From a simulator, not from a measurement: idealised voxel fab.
The process module presented herein is designated voxel transistor to metal.
Pictured: cross-section cut, 300 nm wide, on a grid of 5 nm square cells.
The cross-sections in this document take the form of a grid made of square cells. They are written out as bands, in order from top to bottom. Each band consists of one or more rows of cells. This entry defines a band. It first specifies the height of the band's top and the height of its bottom in nm, and then specifies the band's materials from left to right, stating each material with its width in nm. The word "everywhere" identifies a single material that fills the band from edge to edge, while the word "air" identifies empty space. The level at which height equals 0 is the one under which the wafer, as it arrives, is entirely one material. No lower edge exists for the bottom band, which continues downward and is notated as in "0 nm and below". Width "30..40": first value at the band's top row of cells, second value at its bottom row, equal change from row to row. Step note "same as before" = no cross-section cell changed. Internal closed voids: empty space of 8 cells or more with no open way to the top, each as width x height at its distance from the left edge, in nm. That trailing text on a step's line, after the settings, is the simulator's own remark on the step. overlay nm: on a step with a mask, how far right of its planned place the mask lay; negative means left. For the reader: what remains of this document is a series of pairs, each showing a cross-section before one process step and a cross-section after that step which reaches down only to the lowest band that changed, with the step between them and its settings set out under the pair. It should not be assumed that a pair continues from the pair above it; the pairs can come from different runs of this module on the same starting wafer, and such continuity exists only where the entry headed "Incoming structure" says so.

Incoming structure
* 50 nm to 45 nm | 70 air | 35 SiN | 90 air | 35 SiN | 70 air
* 45 nm to 30 nm | 70 air | 5 SiN | 25 SiCN | 5 SiN | 90 air | 5 SiN | 25 SiCN | 5 SiN | 70 air
* 30 nm to 10 nm | 70 air | 5 SiN | 25 polySi | 5 SiN | 90 air | 5 SiN | 25 polySi | 5 SiN | 70 air
* 10 nm to 5 nm | 25 SiN | 45 air | 5 SiN | 25 polySi | 5 SiN | 90 air | 5 SiN | 25 polySi | 5 SiN | 45 air | 25 SiN
* 5 nm to 0 nm | 20 SiO2 | 5 SiN | 10 air | 40 SiN | 25 polySi | 40 SiN | 20 air | 40 SiN | 25 polySi | 40 SiN | 10 air | 5 SiN | 20 SiO2
* 0 nm to -5 nm | 20 SiO2 | 5 SiN | 10 air | 5 SiN | 95 SiO2 | 5 SiN | 20 air | 5 SiN | 95 SiO2 | 5 SiN | 10 air | 5 SiN | 20 SiO2
* -5 nm to -10 nm | 20 SiO2 | 20 SiN | 5 SiO2 | 85 Si | 5 SiO2 | 30 SiN | 5 SiO2 | 85 Si | 5 SiO2 | 20 SiN | 20 SiO2
* -10 nm to -15 nm | 45 SiO2 | 85 Si | 40 SiO2 | 85 Si | 45 SiO2
* -15 nm to -35 nm | 40 SiO2 | 95 Si | 30 SiO2 | 95 Si | 40 SiO2
* -35 nm and below | Si everywhere
* Internal closed voids: none

after
* 45 nm to 30 nm | 70 air | 5 SiN | 25 SiCN | 5 SiN | 90 air | 5 SiN | 25 SiCN | 5 SiN | 70 air
* 30 nm to 5 nm | 70 air | 5 SiN | 25 polySi | 5 SiN | 90 air | 5 SiN | 25 polySi | 5 SiN | 70 air
* 5 nm to 0 nm | 20 SiO2 | 5 SiN | 45 air | 5 SiN | 25 polySi | 5 SiN | 90 air | 5 SiN | 25 polySi | 5 SiN | 45 air | 5 SiN | 20 SiO2
* 0 nm to -5 nm | 20 SiO2 | 5 SiN | 10 air | 5 SiN | 95 SiO2 | 5 SiN | 20 air | 5 SiN | 95 SiO2 | 5 SiN | 10 air | 5 SiN | 20 SiO2
* -5 nm to -10 nm | 20 SiO2 | 5 SiN | 10 air | 5 SiN | 5 SiO2 | 85 Si | 5 SiO2 | 5 SiN | 20 air | 5 SiN | 5 SiO2 | 85 Si | 5 SiO2 | 5 SiN | 10 air | 5 SiN | 20 SiO2
* No changes below -10.
* Internal closed voids: none
Process step (between the before and after cross-sections above): DIRECTIONAL_ETCH with etch materials SiN, depth nm 5

Incoming structure: The initial state for this step is given by the after cross-section of the immediately preceding pair.

after
* 45 nm to 30 nm | 70 air | 5 SiN | 25 SiCN | 5 SiN | 90 air | 5 SiN | 25 SiCN | 5 SiN | 70 air
* 30 nm to 5 nm | 70 air | 5 SiN | 25 polySi | 5 SiN | 90 air | 5 SiN | 25 polySi | 5 SiN | 70 air
* 5 nm to 0 nm | 20 air | 5 SiN | 45 air | 5 SiN | 25 polySi | 5 SiN | 90 air | 5 SiN | 25 polySi | 5 SiN | 45 air | 5 SiN | 20 air
* 0 nm to -5 nm | 20 SiO2 | 5 SiN | 10 air | 5 SiN | 30 air | 35 SiO2 | 30 air | 5 SiN | 20 air | 5 SiN | 30 air | 35 SiO2 | 30 air | 5 SiN | 10 air | 5 SiN | 20 SiO2
* -5 nm to -10 nm | 20 SiO2 | 5 SiN | 10 air | 5 SiN | 5 SiO2 | 85 Si | 5 SiO2 | 5 SiN | 20 air | 5 SiN | 5 SiO2 | 85 Si | 5 SiO2 | 5 SiN | 10 air | 5 SiN | 20 SiO2
* -10 nm to -15 nm | 25 SiO2 | 10 air | 10 SiO2 | 85 Si | 10 SiO2 | 20 air | 10 SiO2 | 85 Si | 10 SiO2 | 10 air | 25 SiO2
* No changes below -15.
* Internal closed voids: none
Process step (between the before and after cross-sections above): DIRECTIONAL_ETCH with etch materials SiO2, depth nm 5

Incoming structure: The initial state for this step is given by the after cross-section of the immediately preceding pair.

after
* 45 nm to 30 nm | 70 air | 5 SiN | 25 SiCN | 5 SiN | 90 air | 5 SiN | 25 SiCN | 5 SiN | 70 air
* 30 nm to 5 nm | 70 air | 5 SiN | 25 polySi | 5 SiN | 90 air | 5 SiN | 25 polySi | 5 SiN | 70 air
* 5 nm to 0 nm | 20 air | 5 SiN | 45 air | 5 SiN | 25 polySi | 5 SiN | 90 air | 5 SiN | 25 polySi | 5 SiN | 45 air | 5 SiN | 20 air
* 0 nm to -5 nm | 20 SiO2 | 5 SiN | 10 air | 5 SiN | 30 air | 35 SiO2 | 30 air | 5 SiN | 20 air | 5 SiN | 30 air | 35 SiO2 | 30 air | 5 SiN | 10 air | 5 SiN | 20 SiO2
* -5 nm to -10 nm | 20 SiO2 | 5 SiN | 10 air | 5 SiN | 5 SiO2 | 25 air | 35 Si | 25 air | 5 SiO2 | 5 SiN | 20 air | 5 SiN | 5 SiO2 | 25 air | 35 Si | 25 air | 5 SiO2 | 5 SiN | 10 air | 5 SiN | 20 SiO2
* -10 nm to -15 nm | 25 SiO2 | 10 air | 10 SiO2 | 25 air | 35 Si | 25 air | 10 SiO2 | 20 air | 10 SiO2 | 25 air | 35 Si | 25 air | 10 SiO2 | 10 air | 25 SiO2
* -15 nm to -20 nm | 40 SiO2 | 5 Si | 25 air | 35 Si | 25 air | 5 Si | 30 SiO2 | 5 Si | 25 air | 35 Si | 25 air | 5 Si | 40 SiO2
* No changes below -20.
* Internal closed voids: none
Process step (between the before and after cross-sections above): DIRECTIONAL_ETCH with etch materials Si, depth nm 15

Incoming structure: The initial state for this step is given by the after cross-section of the immediately preceding pair.

after
* 45 nm to 30 nm | 70 air | 5 SiN | 25 SiCN | 5 SiN | 90 air | 5 SiN | 25 SiCN | 5 SiN | 70 air
* 30 nm to 15 nm | 70 air | 5 SiN | 25 polySi | 5 SiN | 90 air | 5 SiN | 25 polySi | 5 SiN | 70 air
* 15 nm to 5 nm | 50 air | 20 pSi | 5 SiN | 25 polySi | 5 SiN | 20 pSi | 50 air | 20 pSi | 5 SiN | 25 polySi | 5 SiN | 20 pSi | 50 air
* 5 nm to 0 nm | 20 air | 5 SiN | 10 air | 35 pSi | 5 SiN | 25 polySi | 5 SiN | 35 pSi | 20 air | 35 pSi | 5 SiN | 25 polySi | 5 SiN | 35 pSi | 10 air | 5 SiN | 20 air
* 0 nm to -5 nm | 20 SiO2 | 5 SiN | 10 air | 5 SiN | 30 pSi | 35 SiO2 | 30 pSi | 5 SiN | 20 air | 5 SiN | 30 pSi | 35 SiO2 | 30 pSi | 5 SiN | 10 air | 5 SiN | 20 SiO2
* -5 nm to -10 nm | 20 SiO2 | 5 SiN | 10 air | 5 SiN | 5 SiO2 | 25 pSi | 35 Si | 25 pSi | 5 SiO2 | 5 SiN | 20 air | 5 SiN | 5 SiO2 | 25 pSi | 35 Si | 25 pSi | 5 SiO2 | 5 SiN | 10 air | 5 SiN | 20 SiO2
* -10 nm to -15 nm | 25 SiO2 | 10 air | 10 SiO2 | 25 pSi | 35 Si | 25 pSi | 10 SiO2 | 20 air | 10 SiO2 | 25 pSi | 35 Si | 25 pSi | 10 SiO2 | 10 air | 25 SiO2
* -15 nm to -20 nm | 40 SiO2 | 5 Si | 25 pSi | 35 Si | 25 pSi | 5 Si | 30 SiO2 | 5 Si | 25 pSi | 35 Si | 25 pSi | 5 Si | 40 SiO2
* No changes below -20.
* Internal closed voids: none
Process step (between the before and after cross-sections above): EPI with material pSi, thk nm 20

Incoming structure: The initial state for this step is given by the after cross-section of the immediately preceding pair.

after
* 50 nm to 45 nm | SiO2 everywhere
* 45 nm to 30 nm | 70 SiO2 | 5 SiN | 25 SiCN | 5 SiN | 90 SiO2 | 5 SiN | 25 SiCN | 5 SiN | 70 SiO2
* 30 nm to 15 nm | 70 SiO2 | 5 SiN | 25 polySi | 5 SiN | 90 SiO2 | 5 SiN | 25 polySi | 5 SiN | 70 SiO2
* 15 nm to 5 nm | 50 SiO2 | 20 pSi | 5 SiN | 25 polySi | 5 SiN | 20 pSi | 50 SiO2 | 20 pSi | 5 SiN | 25 polySi | 5 SiN | 20 pSi | 50 SiO2
* 5 nm to 0 nm | 20 SiO2 | 5 SiN | 10 SiO2 | 35 pSi | 5 SiN | 25 polySi | 5 SiN | 35 pSi | 20 SiO2 | 35 pSi | 5 SiN | 25 polySi | 5 SiN | 35 pSi | 10 SiO2 | 5 SiN | 20 SiO2
* 0 nm to -5 nm | 20 SiO2 | 5 SiN | 10 SiO2 | 5 SiN | 30 pSi | 35 SiO2 | 30 pSi | 5 SiN | 20 SiO2 | 5 SiN | 30 pSi | 35 SiO2 | 30 pSi | 5 SiN | 10 SiO2 | 5 SiN | 20 SiO2
* -5 nm to -10 nm | 20 SiO2 | 5 SiN | 10 SiO2 | 5 SiN | 5 SiO2 | 25 pSi | 35 Si | 25 pSi | 5 SiO2 | 5 SiN | 20 SiO2 | 5 SiN | 5 SiO2 | 25 pSi | 35 Si | 25 pSi | 5 SiO2 | 5 SiN | 10 SiO2 | 5 SiN | 20 SiO2
* -10 nm to -15 nm | 45 SiO2 | 25 pSi | 35 Si | 25 pSi | 40 SiO2 | 25 pSi | 35 Si | 25 pSi | 45 SiO2
* No changes below -15.
* Internal closed voids: none
Process step (between the before and after cross-sections above): FILL_DEP with material SiO2, thk nm 5

Incoming structure: The initial state for this step is given by the after cross-section of the immediately preceding pair.

after
* 30 nm to 15 nm | 70 SiO2 | 5 SiN | 25 polySi | 5 SiN | 90 SiO2 | 5 SiN | 25 polySi | 5 SiN | 70 SiO2
* No changes below 15.
* Internal closed voids: none
Process step (between the before and after cross-sections above): CMP with height nm 30

Incoming structure: The initial state for this step is given by the after cross-section of the immediately preceding pair.

after
* 30 nm to 15 nm | 70 SiO2 | 5 SiN | 25 air | 5 SiN | 90 SiO2 | 5 SiN | 25 air | 5 SiN | 70 SiO2
* 15 nm to 5 nm | 50 SiO2 | 20 pSi | 5 SiN | 25 air | 5 SiN | 20 pSi | 50 SiO2 | 20 pSi | 5 SiN | 25 air | 5 SiN | 20 pSi | 50 SiO2
* 5 nm to 0 nm | 20 SiO2 | 5 SiN | 10 SiO2 | 35 pSi | 5 SiN | 25 air | 5 SiN | 35 pSi | 20 SiO2 | 35 pSi | 5 SiN | 25 air | 5 SiN | 35 pSi | 10 SiO2 | 5 SiN | 20 SiO2
* No changes below 0.
* Internal closed voids: none
Process step (between the before and after cross-sections above): STRIP with etch materials polySi

Incoming structure: The initial state for this step is given by the after cross-section of the immediately preceding pair.

after
* 30 nm to 25 nm | 70 air | 5 SiN | 25 air | 5 SiN | 90 air | 5 SiN | 25 air | 5 SiN | 70 air
* 25 nm to 15 nm | 70 SiO2 | 5 SiN | 25 air | 5 SiN | 90 SiO2 | 5 SiN | 25 air | 5 SiN | 70 SiO2
* 15 nm to 5 nm | 50 SiO2 | 20 pSi | 5 SiN | 25 air | 5 SiN | 20 pSi | 50 SiO2 | 20 pSi | 5 SiN | 25 air | 5 SiN | 20 pSi | 50 SiO2
* 5 nm to 0 nm | 20 SiO2 | 5 SiN | 10 SiO2 | 35 pSi | 5 SiN | 25 air | 5 SiN | 35 pSi | 20 SiO2 | 35 pSi | 5 SiN | 25 air | 5 SiN | 35 pSi | 10 SiO2 | 5 SiN | 20 SiO2
* 0 nm to -5 nm | 20 SiO2 | 5 SiN | 10 SiO2 | 5 SiN | 30 pSi | 35 air | 30 pSi | 5 SiN | 20 SiO2 | 5 SiN | 30 pSi | 35 air | 30 pSi | 5 SiN | 10 SiO2 | 5 SiN | 20 SiO2
* No changes below -5.
* Internal closed voids: none
Process step (between the before and after cross-sections above): SELECTIVE_ETCH with etch materials SiO2, depth nm 5

Incoming structure: The initial state for this step is given by the after cross-section of the immediately preceding pair.

after
* 35 nm to 30 nm | 65 air | 15 HfO2 | 15 air | 15 HfO2 | 80 air | 15 HfO2 | 15 air | 15 HfO2 | 65 air
* 30 nm to 25 nm | 70 HfO2 | 5 SiN | 5 HfO2 | 15 air | 5 HfO2 | 5 SiN | 90 HfO2 | 5 SiN | 5 HfO2 | 15 air | 5 HfO2 | 5 SiN | 70 HfO2
* 25 nm to 15 nm | 70 SiO2 | 5 SiN | 5 HfO2 | 15 air | 5 HfO2 | 5 SiN | 90 SiO2 | 5 SiN | 5 HfO2 | 15 air | 5 HfO2 | 5 SiN | 70 SiO2
* 15 nm to 5 nm | 50 SiO2 | 20 pSi | 5 SiN | 5 HfO2 | 15 air | 5 HfO2 | 5 SiN | 20 pSi | 50 SiO2 | 20 pSi | 5 SiN | 5 HfO2 | 15 air | 5 HfO2 | 5 SiN | 20 pSi | 50 SiO2
* 5 nm to 0 nm | 20 SiO2 | 5 SiN | 10 SiO2 | 35 pSi | 5 SiN | 5 HfO2 | 15 air | 5 HfO2 | 5 SiN | 35 pSi | 20 SiO2 | 35 pSi | 5 SiN | 5 HfO2 | 15 air | 5 HfO2 | 5 SiN | 35 pSi | 10 SiO2 | 5 SiN | 20 SiO2
* 0 nm to -5 nm | 20 SiO2 | 5 SiN | 10 SiO2 | 5 SiN | 30 pSi | 35 HfO2 | 30 pSi | 5 SiN | 20 SiO2 | 5 SiN | 30 pSi | 35 HfO2 | 30 pSi | 5 SiN | 10 SiO2 | 5 SiN | 20 SiO2
* No changes below -5.
* Internal closed voids: none
Process step (between the before and after cross-sections above): CONFORMAL_DEP with material HfO2, thk nm 5

Incoming structure: The initial state for this step is given by the after cross-section of the immediately preceding pair.

after
* 40 nm to 35 nm | 60 air | 25 TiN | 5 air | 25 TiN | 70 air | 25 TiN | 5 air | 25 TiN | 60 air
* 35 nm to 30 nm | 65 TiN | 15 HfO2 | 5 TiN | 5 air | 5 TiN | 15 HfO2 | 80 TiN | 15 HfO2 | 5 TiN | 5 air | 5 TiN | 15 HfO2 | 65 TiN
* 30 nm to 25 nm | 70 HfO2 | 5 SiN | 5 HfO2 | 5 TiN | 5 air | 5 TiN | 5 HfO2 | 5 SiN | 90 HfO2 | 5 SiN | 5 HfO2 | 5 TiN | 5 air | 5 TiN | 5 HfO2 | 5 SiN | 70 HfO2
* 25 nm to 15 nm | 70 SiO2 | 5 SiN | 5 HfO2 | 5 TiN | 5 air | 5 TiN | 5 HfO2 | 5 SiN | 90 SiO2 | 5 SiN | 5 HfO2 | 5 TiN | 5 air | 5 TiN | 5 HfO2 | 5 SiN | 70 SiO2
* 15 nm to 5 nm | 50 SiO2 | 20 pSi | 5 SiN | 5 HfO2 | 5 TiN | 5 air | 5 TiN | 5 HfO2 | 5 SiN | 20 pSi | 50 SiO2 | 20 pSi | 5 SiN | 5 HfO2 | 5 TiN | 5 air | 5 TiN | 5 HfO2 | 5 SiN | 20 pSi | 50 SiO2
* 5 nm to 0 nm | 20 SiO2 | 5 SiN | 10 SiO2 | 35 pSi | 5 SiN | 5 HfO2 | 15 TiN | 5 HfO2 | 5 SiN | 35 pSi | 20 SiO2 | 35 pSi | 5 SiN | 5 HfO2 | 15 TiN | 5 HfO2 | 5 SiN | 35 pSi | 10 SiO2 | 5 SiN | 20 SiO2
* No changes below 0.
* Internal closed voids: none
Process step (between the before and after cross-sections above): CONFORMAL_DEP with material TiN, thk nm 5

Incoming structure: The initial state for this step is given by the after cross-section of the immediately preceding pair.

after
* 45 nm to 40 nm | W everywhere
* 40 nm to 35 nm | 60 W | 25 TiN | 5 W | 25 TiN | 70 W | 25 TiN | 5 W | 25 TiN | 60 W
* 35 nm to 30 nm | 65 TiN | 15 HfO2 | 5 TiN | 5 W | 5 TiN | 15 HfO2 | 80 TiN | 15 HfO2 | 5 TiN | 5 W | 5 TiN | 15 HfO2 | 65 TiN
* 30 nm to 25 nm | 70 HfO2 | 5 SiN | 5 HfO2 | 5 TiN | 5 W | 5 TiN | 5 HfO2 | 5 SiN | 90 HfO2 | 5 SiN | 5 HfO2 | 5 TiN | 5 W | 5 TiN | 5 HfO2 | 5 SiN | 70 HfO2
* 25 nm to 15 nm | 70 SiO2 | 5 SiN | 5 HfO2 | 5 TiN | 5 W | 5 TiN | 5 HfO2 | 5 SiN | 90 SiO2 | 5 SiN | 5 HfO2 | 5 TiN | 5 W | 5 TiN | 5 HfO2 | 5 SiN | 70 SiO2
* 15 nm to 5 nm | 50 SiO2 | 20 pSi | 5 SiN | 5 HfO2 | 5 TiN | 5 W | 5 TiN | 5 HfO2 | 5 SiN | 20 pSi | 50 SiO2 | 20 pSi | 5 SiN | 5 HfO2 | 5 TiN | 5 W | 5 TiN | 5 HfO2 | 5 SiN | 20 pSi | 50 SiO2
* No changes below 5.
* Internal closed voids: none
Process step (between the before and after cross-sections above): FILL_DEP with material W, thk nm 5

Incoming structure: The initial state for this step is given by the after cross-section of the immediately preceding pair.

after
* 25 nm to 15 nm | 70 SiO2 | 5 SiN | 5 HfO2 | 5 TiN | 5 W | 5 TiN | 5 HfO2 | 5 SiN | 90 SiO2 | 5 SiN | 5 HfO2 | 5 TiN | 5 W | 5 TiN | 5 HfO2 | 5 SiN | 70 SiO2
* No changes below 15.
* Internal closed voids: none
Process step (between the before and after cross-sections above): CMP with height nm 25

Incoming structure: The initial state for this step is given by the after cross-section of the immediately preceding pair.

after
* 35 nm to 25 nm | SiO2 everywhere
* No changes below 25.
* Internal closed voids: none
Process step (between the before and after cross-sections above): DIRECTIONAL_DEP with material SiO2, thk nm 10

Incoming structure: The initial state for this step is given by the after cross-section of the immediately preceding pair.

after
* 45 nm to 35 nm | aC everywhere
* No changes below 35.
* Internal closed voids: none
Process step (between the before and after cross-sections above): DIRECTIONAL_DEP with material aC, thk nm 10

Incoming structure: The initial state for this step is given by the after cross-section of the immediately preceding pair.

after
* 70 nm to 45 nm | 40 resist | 20 air | 55 resist | 20 air | 30 resist | 20 air | 55 resist | 20 air | 40 resist
* No changes below 45.
* Internal closed voids: none
Process step (between the before and after cross-sections above): PATTERN with tone open, mask id CONTACT, material resist, width nm 20, thk nm 25, overlay nm 0

Incoming structure: The initial state for this step is given by the after cross-section of the immediately preceding pair.

after
* 60 nm to 45 nm | 40 resist | 20 air | 55 resist | 20 air | 30 resist | 20 air | 55 resist | 20 air | 40 resist
* 45 nm to 35 nm | 40 aC | 20 air | 55 aC | 20 air | 30 aC | 20 air | 55 aC | 20 air | 40 aC
* No changes below 35.
* Internal closed voids: none
Process step (between the before and after cross-sections above): DIRECTIONAL_ETCH with etch materials aC, depth nm 10

Incoming structure: The initial state for this step is given by the after cross-section of the immediately preceding pair.

after
* 45 nm to 35 nm | 40 aC | 20 air | 55 aC | 20 air | 30 aC | 20 air | 55 aC | 20 air | 40 aC
* No changes below 35.
* Internal closed voids: none
Process step (between the before and after cross-sections above): STRIP with etch materials resist

Incoming structure: The initial state for this step is given by the after cross-section of the immediately preceding pair.

after
* 45 nm to 35 nm | 40 aC | 20 air | 55 aC | 20 air | 30 aC | 20 air | 55 aC | 20 air | 40 aC
* 35 nm to 25 nm | 40 SiO2 | 20 air | 55 SiO2 | 20 air | 30 SiO2 | 20 air | 55 SiO2 | 20 air | 40 SiO2
* 25 nm to 15 nm | 40 SiO2 | 20 air | 10 SiO2 | 5 SiN | 5 HfO2 | 5 TiN | 5 W | 5 TiN | 5 HfO2 | 5 SiN | 10 SiO2 | 20 air | 30 SiO2 | 20 air | 10 SiO2 | 5 SiN | 5 HfO2 | 5 TiN | 5 W | 5 TiN | 5 HfO2 | 5 SiN | 10 SiO2 | 20 air | 40 SiO2
* 15 nm to 5 nm | 40 SiO2 | 10 air | 20 pSi | 5 SiN | 5 HfO2 | 5 TiN | 5 W | 5 TiN | 5 HfO2 | 5 SiN | 20 pSi | 10 air | 30 SiO2 | 10 air | 20 pSi | 5 SiN | 5 HfO2 | 5 TiN | 5 W | 5 TiN | 5 HfO2 | 5 SiN | 20 pSi | 10 air | 40 SiO2
* No changes below 5.
* Internal closed voids: none
Process step (between the before and after cross-sections above): DIRECTIONAL_ETCH with etch materials SiO2, depth nm 35

Incoming structure: The initial state for this step is given by the after cross-section of the immediately preceding pair.

after
* 35 nm to 25 nm | 40 SiO2 | 20 air | 55 SiO2 | 20 air | 30 SiO2 | 20 air | 55 SiO2 | 20 air | 40 SiO2
* No changes below 25.
* Internal closed voids: none
Process step (between the before and after cross-sections above): STRIP with etch materials aC

Incoming structure: The initial state for this step is given by the after cross-section of the immediately preceding pair.

after
* 40 nm to 35 nm | 45 TiN | 10 air | 65 TiN | 10 air | 40 TiN | 10 air | 65 TiN | 10 air | 45 TiN
* 35 nm to 25 nm | 40 SiO2 | 5 TiN | 10 air | 5 TiN | 55 SiO2 | 5 TiN | 10 air | 5 TiN | 30 SiO2 | 5 TiN | 10 air | 5 TiN | 55 SiO2 | 5 TiN | 10 air | 5 TiN | 40 SiO2
* 25 nm to 20 nm | 40 SiO2 | 5 TiN | 10 air | 5 TiN | 10 SiO2 | 5 SiN | 5 HfO2 | 5 TiN | 5 W | 5 TiN | 5 HfO2 | 5 SiN | 10 SiO2 | 5 TiN | 10 air | 5 TiN | 30 SiO2 | 5 TiN | 10 air | 5 TiN | 10 SiO2 | 5 SiN | 5 HfO2 | 5 TiN | 5 W | 5 TiN | 5 HfO2 | 5 SiN | 10 SiO2 | 5 TiN | 10 air | 5 TiN | 40 SiO2
* 20 nm to 15 nm | 40 SiO2 | 20 TiN | 10 SiO2 | 5 SiN | 5 HfO2 | 5 TiN | 5 W | 5 TiN | 5 HfO2 | 5 SiN | 10 SiO2 | 20 TiN | 30 SiO2 | 20 TiN | 10 SiO2 | 5 SiN | 5 HfO2 | 5 TiN | 5 W | 5 TiN | 5 HfO2 | 5 SiN | 10 SiO2 | 20 TiN | 40 SiO2
* 15 nm to 5 nm | 40 SiO2 | 10 TiN | 20 pSi | 5 SiN | 5 HfO2 | 5 TiN | 5 W | 5 TiN | 5 HfO2 | 5 SiN | 20 pSi | 10 TiN | 30 SiO2 | 10 TiN | 20 pSi | 5 SiN | 5 HfO2 | 5 TiN | 5 W | 5 TiN | 5 HfO2 | 5 SiN | 20 pSi | 10 TiN | 40 SiO2
* No changes below 5.
* Internal closed voids: none
Process step (between the before and after cross-sections above): CONFORMAL_DEP with material TiN, thk nm 5

Incoming structure: The initial state for this step is given by the after cross-section of the immediately preceding pair.

after
* 50 nm to 40 nm | Ru everywhere
* 40 nm to 35 nm | 45 TiN | 10 Ru | 65 TiN | 10 Ru | 40 TiN | 10 Ru | 65 TiN | 10 Ru | 45 TiN
* 35 nm to 25 nm | 40 SiO2 | 5 TiN | 10 Ru | 5 TiN | 55 SiO2 | 5 TiN | 10 Ru | 5 TiN | 30 SiO2 | 5 TiN | 10 Ru | 5 TiN | 55 SiO2 | 5 TiN | 10 Ru | 5 TiN | 40 SiO2
* 25 nm to 20 nm | 40 SiO2 | 5 TiN | 10 Ru | 5 TiN | 10 SiO2 | 5 SiN | 5 HfO2 | 5 TiN | 5 W | 5 TiN | 5 HfO2 | 5 SiN | 10 SiO2 | 5 TiN | 10 Ru | 5 TiN | 30 SiO2 | 5 TiN | 10 Ru | 5 TiN | 10 SiO2 | 5 SiN | 5 HfO2 | 5 TiN | 5 W | 5 TiN | 5 HfO2 | 5 SiN | 10 SiO2 | 5 TiN | 10 Ru | 5 TiN | 40 SiO2
* No changes below 20.
* Internal closed voids: none
Process step (between the before and after cross-sections above): FILL_DEP with material Ru, thk nm 10

Incoming structure: The initial state for this step is given by the after cross-section of the immediately preceding pair.

after
* 35 nm to 25 nm | 40 SiO2 | 5 TiN | 10 Ru | 5 TiN | 55 SiO2 | 5 TiN | 10 Ru | 5 TiN | 30 SiO2 | 5 TiN | 10 Ru | 5 TiN | 55 SiO2 | 5 TiN | 10 Ru | 5 TiN | 40 SiO2
* No changes below 25.
* Internal closed voids: none
Process step (between the before and after cross-sections above): CMP with height nm 35

Incoming structure: The initial state for this step is given by the after cross-section of the immediately preceding pair.

after
* 40 nm to 35 nm | TiN everywhere
* No changes below 35.
* Internal closed voids: none
Process step (between the before and after cross-sections above): DIRECTIONAL_DEP with material TiN, thk nm 5

Incoming structure: The initial state for this step is given by the after cross-section of the immediately preceding pair.

after
* 55 nm to 40 nm | Ru everywhere
* No changes below 40.
* Internal closed voids: none
Process step (between the before and after cross-sections above): DIRECTIONAL_DEP with material Ru, thk nm 15

Incoming structure: The initial state for this step is given by the after cross-section of the immediately preceding pair.

after
* 55 nm to 40 nm | 40 air | 20 Ru | 55 air | 20 Ru | 30 air | 20 Ru | 55 air | 20 Ru | 40 air
* No changes below 40.
* Internal closed voids: none
Process step (between the before and after cross-sections above): MASKED_ETCH with tone cover, mask id METAL_1, width nm 20, etch materials Ru, depth nm 15, overlay nm 0

Incoming structure: The initial state for this step is given by the after cross-section of the immediately preceding pair.

after
* 55 nm to 40 nm | 40 air | 20 Ru | 55 air | 20 Ru | 30 air | 20 Ru | 55 air | 20 Ru | 40 air
* 40 nm to 35 nm | 40 air | 20 TiN | 55 air | 20 TiN | 30 air | 20 TiN | 55 air | 20 TiN | 40 air
* No changes below 35.
* Internal closed voids: none
Process step (between the before and after cross-sections above): MASKED_ETCH with tone cover, mask id METAL_1, width nm 20, etch materials TiN, depth nm 5, overlay nm 0

Incoming structure: The initial state for this step is given by the after cross-section of the immediately preceding pair.

after
* 60 nm to 55 nm | 35 air | 30 SiN | 45 air | 30 SiN | 20 air | 30 SiN | 45 air | 30 SiN | 35 air
* 55 nm to 40 nm | 35 air | 5 SiN | 20 Ru | 5 SiN | 45 air | 5 SiN | 20 Ru | 5 SiN | 20 air | 5 SiN | 20 Ru | 5 SiN | 45 air | 5 SiN | 20 Ru | 5 SiN | 35 air
* 40 nm to 35 nm | 40 SiN | 20 TiN | 55 SiN | 20 TiN | 30 SiN | 20 TiN | 55 SiN | 20 TiN | 40 SiN
* No changes below 35.
* Internal closed voids: none
Process step (between the before and after cross-sections above): CONFORMAL_DEP with material SiN, thk nm 5

Incoming structure: The initial state for this step is given by the after cross-section of the immediately preceding pair.

after
* 70 nm to 60 nm | SiO2 everywhere
* 60 nm to 55 nm | 35 SiO2 | 30 SiN | 45 SiO2 | 30 SiN | 20 SiO2 | 30 SiN | 45 SiO2 | 30 SiN | 35 SiO2
* 55 nm to 40 nm | 35 SiO2 | 5 SiN | 20 Ru | 5 SiN | 45 SiO2 | 5 SiN | 20 Ru | 5 SiN | 20 SiO2 | 5 SiN | 20 Ru | 5 SiN | 45 SiO2 | 5 SiN | 20 Ru | 5 SiN | 35 SiO2
* No changes below 40.
* Internal closed voids: none
Process step (between the before and after cross-sections above): FILL_DEP with material SiO2, thk nm 10

Incoming structure: The initial state for this step is given by the after cross-section of the immediately preceding pair.

after
* 55 nm to 40 nm | 35 SiO2 | 5 SiN | 20 Ru | 5 SiN | 45 SiO2 | 5 SiN | 20 Ru | 5 SiN | 20 SiO2 | 5 SiN | 20 Ru | 5 SiN | 45 SiO2 | 5 SiN | 20 Ru | 5 SiN | 35 SiO2
* No changes below 40.
* Internal closed voids: none
Process step (between the before and after cross-sections above): CMP with height nm 55

Incoming structure: The initial state for this step is given by the after cross-section of the immediately preceding pair.

after
* 60 nm to 55 nm | SiCN everywhere
* No changes below 55.
* Internal closed voids: none
Process step (between the before and after cross-sections above): CONFORMAL_DEP with material SiCN, thk nm 5

Incoming structure: The initial state for this step is given by the after cross-section of the immediately preceding pair.

after
* 90 nm to 60 nm | lowk everywhere
* No changes below 60.
* Internal closed voids: none
Process step (between the before and after cross-sections above): DIRECTIONAL_DEP with material lowk, thk nm 30

Incoming structure: The initial state for this step is given by the after cross-section of the immediately preceding pair.

after
* 100 nm to 90 nm | aC everywhere
* No changes below 90.
* Internal closed voids: none
Process step (between the before and after cross-sections above): DIRECTIONAL_DEP with material aC, thk nm 10

Incoming structure: The initial state for this step is given by the after cross-section of the immediately preceding pair.

after
* 130 nm to 100 nm | 40 resist | 15 air | 110 resist | 15 air | 120 resist
* No changes below 100.
* Internal closed voids: none
Process step (between the before and after cross-sections above): PATTERN with tone open, mask id METAL_2_HOLES, material resist, width nm 15, pitch nm 125, thk nm 30, overlay nm 0

Incoming structure: The initial state for this step is given by the after cross-section of the immediately preceding pair.

after
* 120 nm to 100 nm | 40 resist | 15 air | 110 resist | 15 air | 120 resist
* 100 nm to 90 nm | 40 aC | 15 air | 110 aC | 15 air | 120 aC
* No changes below 90.
* Internal closed voids: none
Process step (between the before and after cross-sections above): DIRECTIONAL_ETCH with etch materials aC, depth nm 10

Incoming structure: The initial state for this step is given by the after cross-section of the immediately preceding pair.

after
* 100 nm to 90 nm | 40 aC | 15 air | 110 aC | 15 air | 120 aC
* No changes below 90.
* Internal closed voids: none
Process step (between the before and after cross-sections above): STRIP with etch materials resist

Incoming structure: The initial state for this step is given by the after cross-section of the immediately preceding pair.

after
* 100 nm to 90 nm | 40 aC | 15 air | 110 aC | 15 air | 120 aC
* 90 nm to 60 nm | 40 lowk | 15 air | 110 lowk | 15 air | 120 lowk
* No changes below 60.
* Internal closed voids: none
Process step (between the before and after cross-sections above): DIRECTIONAL_ETCH with etch materials lowk, depth nm 30
